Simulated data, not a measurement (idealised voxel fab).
Module name: voxel tone inversion (process module)
Square cell edge 5 nm, section width 225 nm, ID cut.
Throughout this document, each cross-section is represented as a grid of square cells and is presented as a sequence of bands enumerated from the top downward, where a band comprises one or more rows of cells. Top height, bottom height, nm. Materials left to right, width each, nm. Single material + "everywhere" = fills band edge to edge. "air" = empty. Height datum 0, below which the as-received substrate wafer is one material. Lowest band open at the bottom, running downward: "top 0, no bottom". The two numbers in a width such as "30->40" mark its ends across the band: the first belongs to the top row of cells, the second to the bottom row, and from each row to the next the width moves by the same amount. Where the words "identical to before" appear for a step, the cross-section shows no cell changed by that step; every cell remained as before. Each empty space that has no open way to the top and spans at least 8 cells appears under "Unvented voids" as width x height at distance, the distance counted from the left edge, all in nm. On a step's line, text after the settings is the simulator commenting on that step. What "overlay nm" on a step's line means: if the step has a mask, that mask lay this far to the right of its planned place, or, when the value is negative, to the left.
The process steps that were planned are listed below:
step 1: op RECEIVE | material Si
step 2: op CONFORMAL_DEP | material SiCN | thk nm 5
step 3: op DIRECTIONAL_DEP | material polySi | thk nm 25
step 4: op PATTERN | tone cover | mask id POSTS | material resist | width nm 25 | pitch nm 50 | thk nm 35 | overlay nm 0
step 5: op DIRECTIONAL_ETCH | etch materials polySi | depth nm 25
step 6: op STRIP | etch materials resist
step 7: op FILL_DEP | material lowk | thk nm 5
step 8: op CMP | height nm 30
step 9: op STRIP | etch materials polySi
As received, after step 1:
top 0, no bottom | Si everywhere
Unvented voids: none
Post-module cross-section of the first of two wafers (run per plan):
top 30, bottom 5 | lowk 75 / air 25 / lowk 25 / air 25 / lowk 75
top 5, bottom 0 | SiCN everywhere
top 0, no bottom | Si everywhere
Unvented voids: none
Cross-section, second wafer: same start as the first, same plan as the first, one mistake in running it; taken at the end of the module:
top 30, bottom 25 | lowk everywhere
top 25, bottom 0 | lowk 75 / polySi 25 / lowk 25 / polySi 25 / lowk 75
top 0, no bottom | Si everywhere
Unvented voids: none
what went wrong: step 2 was dropped from the plan's execution and never run
Counted in cells at the end, the second wafer holds more or fewer of these materials than the first: SiCN: 45 fewer, lowk: 45 more, polySi: 50 more
